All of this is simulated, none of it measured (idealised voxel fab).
process module | voxel transistor to metal
cross-section cut | 250 nm wide | cells 5 nm
A cross-section is a grid of square cells, given in bands from the top down. A band is one or more rows of cells.
Each band's line starts with the height of the band's top and of its bottom, in nm. Then come its materials from left to right, each with its width in nm. One material with "throughout" fills the band from edge to edge. "air" is empty space.
Height 0 is the level under which the wafer as received is all one material. The lowest band goes on downwards, as in "0 down".
A width such as "30 to 40" changes by the same amount from each row of cells to the next, from the band's top row to its bottom row.
"no change" after a step means that no cell of the cross-section changed.
closed voids: empty space of 8 cells or more with no open way to the top, each as width x height at its distance from the left edge, in nm
after a step's settings: what the simulator itself notes on the step
overlay nm, on a step with a mask: how far to the right of its planned place the mask lay; to the left if negative
plan
1 op RECEIVE | material Si
2 op CONFORMAL_DEP | material SiO2 | thk nm 5
3 op CONFORMAL_DEP | material SiN | thk nm 10
4 op PATTERN | tone cover | mask id ACTIVE | material resist | width nm 95 | pitch nm 125 | thk nm 15 | overlay nm 0
5 op DIRECTIONAL_ETCH | etch materials SiN | depth nm 10
6 op DIRECTIONAL_ETCH | etch materials SiO2 | depth nm 5
7 op DIRECTIONAL_ETCH | etch materials Si | depth nm 25
8 op STRIP | etch materials resist
9 op FILL_DEP | material SiO2 | thk nm 5
10 op CMP | height nm 15
11 op SELECTIVE_ETCH | etch materials SiO2 | depth nm 5
12 op STRIP | etch materials SiN
13 op SELECTIVE_ETCH | etch materials SiO2 | depth nm 5
14 op OXIDIZE | depth nm 5
15 op DIRECTIONAL_DEP | material polySi | thk nm 25
16 op DIRECTIONAL_DEP | material SiCN | thk nm 15
17 op PATTERN | tone cover | mask id GATE | material resist | width nm 25 | pitch nm 125 | thk nm 20 | overlay nm 0
18 op DIRECTIONAL_ETCH | etch materials SiCN | depth nm 25
19 op DIRECTIONAL_ETCH | etch materials polySi | depth nm 35
20 op STRIP | etch materials resist
21 op CONFORMAL_DEP | material SiO2 | thk nm 5
22 op DIRECTIONAL_ETCH | etch materials SiO2 | depth nm 5
23 op CONFORMAL_DEP | material SiN | thk nm 10
24 op DIRECTIONAL_ETCH | etch materials SiN | depth nm 10
25 op DIRECTIONAL_ETCH | etch materials SiO2 | depth nm 5
26 op DIRECTIONAL_ETCH | etch materials Si | depth nm 5
27 op EPI | material pSi | thk nm 10
28 op FILL_DEP | material SiO2 | thk nm 10
29 op CMP | height nm 40
30 op DIRECTIONAL_DEP | material SiO2 | thk nm 15
31 op DIRECTIONAL_DEP | material aC | thk nm 10
32 op PATTERN | tone open | mask id CONTACT | material resist | width nm 25 | thk nm 25 | overlay nm 0
33 op DIRECTIONAL_ETCH | etch materials aC | depth nm 10
34 op STRIP | etch materials resist
35 op DIRECTIONAL_ETCH | etch materials SiO2 | depth nm 50
36 op STRIP | etch materials aC
37 op CONFORMAL_DEP | material TiN | thk nm 5
38 op FILL_DEP | material Ru | thk nm 5
39 op CMP | height nm 55
40 op DIRECTIONAL_DEP | material TiN | thk nm 5
41 op DIRECTIONAL_DEP | material Ru | thk nm 25
42 op MASKED_ETCH | tone cover | mask id METAL_1 | width nm 15 | etch materials Ru | depth nm 25 | overlay nm 0
43 op MASKED_ETCH | tone cover | mask id METAL_1 | width nm 15 | etch materials TiN | depth nm 5 | overlay nm 0
44 op CONFORMAL_DEP | material SiN | thk nm 5
45 op FILL_DEP | material lowk | thk nm 10
46 op CMP | height nm 85
47 op CONFORMAL_DEP | material SiCN | thk nm 5
48 op DIRECTIONAL_DEP | material lowk | thk nm 30
49 op MASKED_ETCH | tone open | mask id METAL_2 | width nm 15 | pitch nm 125 | etch materials lowk | depth nm 20 | overlay nm 0
50 op DIRECTIONAL_DEP | material aC | thk nm 15
51 op PATTERN | tone open | mask id METAL_2_HOLES | material resist | width nm 15 | pitch nm 125 | thk nm 30 | overlay nm 0
52 op DIRECTIONAL_ETCH | etch materials aC | depth nm 15
53 op STRIP | etch materials resist
54 op DIRECTIONAL_ETCH | etch materials lowk | depth nm 10
55 op DIRECTIONAL_ETCH | etch materials SiCN | depth nm 5
56 op STRIP | etch materials aC
57 op CONFORMAL_DEP | material TiN | thk nm 5
58 op FILL_DEP | material Ru | thk nm 5
59 op CMP | height nm 120
60 op CONFORMAL_DEP | material SiN | thk nm 5
as received, after step 1
  0 down: Si throughout
  closed voids: none
first wafer at the end, as planned
  125 to 120: SiN throughout
  120 to 90: lowk 20 | TiN 5 | Ru 5 | TiN 5 | lowk 110 | TiN 5 | Ru 5 | TiN 5 | lowk 90
  90 to 85: SiCN 20 | TiN 15 | SiCN 110 | TiN 15 | SiCN 90
  85 to 60: lowk 15 | SiN 5 | Ru 15 | SiN 5 | lowk 45 | SiN 5 | Ru 15 | SiN 5 | lowk 30 | SiN 5 | Ru 15 | SiN 5 | lowk 45 | SiN 5 | Ru 15 | SiN 5 | lowk 15
  60 to 55: SiN 20 | TiN 15 | SiN 55 | TiN 15 | SiN 40 | TiN 15 | SiN 55 | TiN 15 | SiN 20
  55 to 45: SiO2 20 | TiN 5 | Ru 15 | TiN 5 | SiO2 35 | TiN 5 | Ru 15 | TiN 5 | SiO2 40 | TiN 5 | Ru 15 | TiN 5 | SiO2 35 | TiN 5 | Ru 15 | TiN 5 | SiO2 20
  45 to 40: SiO2 20 | TiN 5 | Ru 5 | TiN 15 | SiO2 35 | TiN 15 | Ru 5 | TiN 5 | SiO2 40 | TiN 5 | Ru 5 | TiN 15 | SiO2 35 | TiN 15 | Ru 5 | TiN 5 | SiO2 20
  40 to 25: SiO2 20 | TiN 5 | Ru 5 | TiN 5 | SiN 10 | SiO2 5 | SiCN 25 | SiO2 5 | SiN 10 | TiN 5 | Ru 5 | TiN 5 | SiO2 40 | TiN 5 | Ru 5 | TiN 5 | SiN 10 | SiO2 5 | SiCN 25 | SiO2 5 | SiN 10 | TiN 5 | Ru 5 | TiN 5 | SiO2 20
  25 to 10: SiO2 20 | TiN 5 | Ru 5 | TiN 5 | SiN 10 | SiO2 5 | polySi 25 | SiO2 5 | SiN 10 | TiN 5 | Ru 5 | TiN 5 | SiO2 40 | TiN 5 | Ru 5 | TiN 5 | SiN 10 | SiO2 5 | polySi 25 | SiO2 5 | SiN 10 | TiN 5 | Ru 5 | TiN 5 | SiO2 20
  10 to 5: SiO2 20 | TiN 15 | SiN 10 | SiO2 5 | polySi 25 | SiO2 5 | SiN 10 | TiN 15 | SiO2 40 | TiN 15 | SiN 10 | SiO2 5 | polySi 25 | SiO2 5 | SiN 10 | TiN 15 | SiO2 20
  5 to 0: SiO2 15 | SiN 10 | pSi 10 | SiN 10 | SiO2 5 | polySi 25 | SiO2 5 | SiN 10 | pSi 10 | SiN 10 | SiO2 30 | SiN 10 | pSi 10 | SiN 10 | SiO2 5 | polySi 25 | SiO2 5 | SiN 10 | pSi 10 | SiN 10 | SiO2 15
  0 to -5: SiO2 25 | pSi 10 | SiO2 55 | pSi 10 | SiO2 50 | pSi 10 | SiO2 55 | pSi 10 | SiO2 25
  -5 to -10: SiO2 15 | Si 10 | pSi 10 | Si 55 | pSi 10 | Si 10 | SiO2 30 | Si 10 | pSi 10 | Si 55 | pSi 10 | Si 10 | SiO2 15
  -10 to -25: SiO2 15 | Si 95 | SiO2 30 | Si 95 | SiO2 15
  -25 down: Si throughout
  closed voids: none
second wafer at the end: like start, like plan, one mistake
  125 to 120: SiN throughout
  120 to 115: Ru throughout
  115 to 110: TiN 25 | Ru 5 | TiN 120 | Ru 5 | TiN 95
  110 to 105: lowk 20 | TiN 5 | Ru 5 | TiN 5 | lowk 110 | TiN 5 | Ru 5 | TiN 5 | lowk 90
  105 to 100: lowk 20 | TiN 15 | lowk 110 | TiN 15 | lowk 90
  100 to 90: lowk throughout
  90 to 85: SiCN throughout
  85 to 60: lowk 15 | SiN 5 | Ru 15 | SiN 5 | lowk 45 | SiN 5 | Ru 15 | SiN 5 | lowk 30 | SiN 5 | Ru 15 | SiN 5 | lowk 45 | SiN 5 | Ru 15 | SiN 5 | lowk 15
  60 to 55: SiN 20 | TiN 15 | SiN 55 | TiN 15 | SiN 40 | TiN 15 | SiN 55 | TiN 15 | SiN 20
  55 to 45: SiO2 20 | TiN 5 | Ru 15 | TiN 5 | SiO2 35 | TiN 5 | Ru 15 | TiN 5 | SiO2 40 | TiN 5 | Ru 15 | TiN 5 | SiO2 35 | TiN 5 | Ru 15 | TiN 5 | SiO2 20
  45 to 40: SiO2 20 | TiN 5 | Ru 5 | TiN 15 | SiO2 35 | TiN 15 | Ru 5 | TiN 5 | SiO2 40 | TiN 5 | Ru 5 | TiN 15 | SiO2 35 | TiN 15 | Ru 5 | TiN 5 | SiO2 20
  40 to 25: SiO2 20 | TiN 5 | Ru 5 | TiN 5 | SiN 10 | SiO2 5 | SiCN 25 | SiO2 5 | SiN 10 | TiN 5 | Ru 5 | TiN 5 | SiO2 40 | TiN 5 | Ru 5 | TiN 5 | SiN 10 | SiO2 5 | SiCN 25 | SiO2 5 | SiN 10 | TiN 5 | Ru 5 | TiN 5 | SiO2 20
  25 to 10: SiO2 20 | TiN 5 | Ru 5 | TiN 5 | SiN 10 | SiO2 5 | polySi 25 | SiO2 5 | SiN 10 | TiN 5 | Ru 5 | TiN 5 | SiO2 40 | TiN 5 | Ru 5 | TiN 5 | SiN 10 | SiO2 5 | polySi 25 | SiO2 5 | SiN 10 | TiN 5 | Ru 5 | TiN 5 | SiO2 20
  10 to 5: SiO2 20 | TiN 15 | SiN 10 | SiO2 5 | polySi 25 | SiO2 5 | SiN 10 | TiN 15 | SiO2 40 | TiN 15 | SiN 10 | SiO2 5 | polySi 25 | SiO2 5 | SiN 10 | TiN 15 | SiO2 20
  5 to 0: SiO2 15 | SiN 10 | pSi 10 | SiN 10 | SiO2 5 | polySi 25 | SiO2 5 | SiN 10 | pSi 10 | SiN 10 | SiO2 30 | SiN 10 | pSi 10 | SiN 10 | SiO2 5 | polySi 25 | SiO2 5 | SiN 10 | pSi 10 | SiN 10 | SiO2 15
  0 to -5: SiO2 25 | pSi 10 | SiO2 55 | pSi 10 | SiO2 50 | pSi 10 | SiO2 55 | pSi 10 | SiO2 25
  -5 to -10: SiO2 15 | Si 10 | pSi 10 | Si 55 | pSi 10 | Si 10 | SiO2 30 | Si 10 | pSi 10 | Si 55 | pSi 10 | Si 10 | SiO2 15
  -10 to -25: SiO2 15 | Si 95 | SiO2 30 | Si 95 | SiO2 15
  -25 down: Si throughout
  closed voids: none
what went wrong: step 51 ran as: op PATTERN | tone cover | mask id METAL_2_HOLES | material resist | width nm 15 | pitch nm 125 | thk nm 30 | overlay nm 0
at the end the second wafer has, in cells: 42 more of Ru | 6 more of SiCN | 28 more of TiN | 76 fewer of lowk
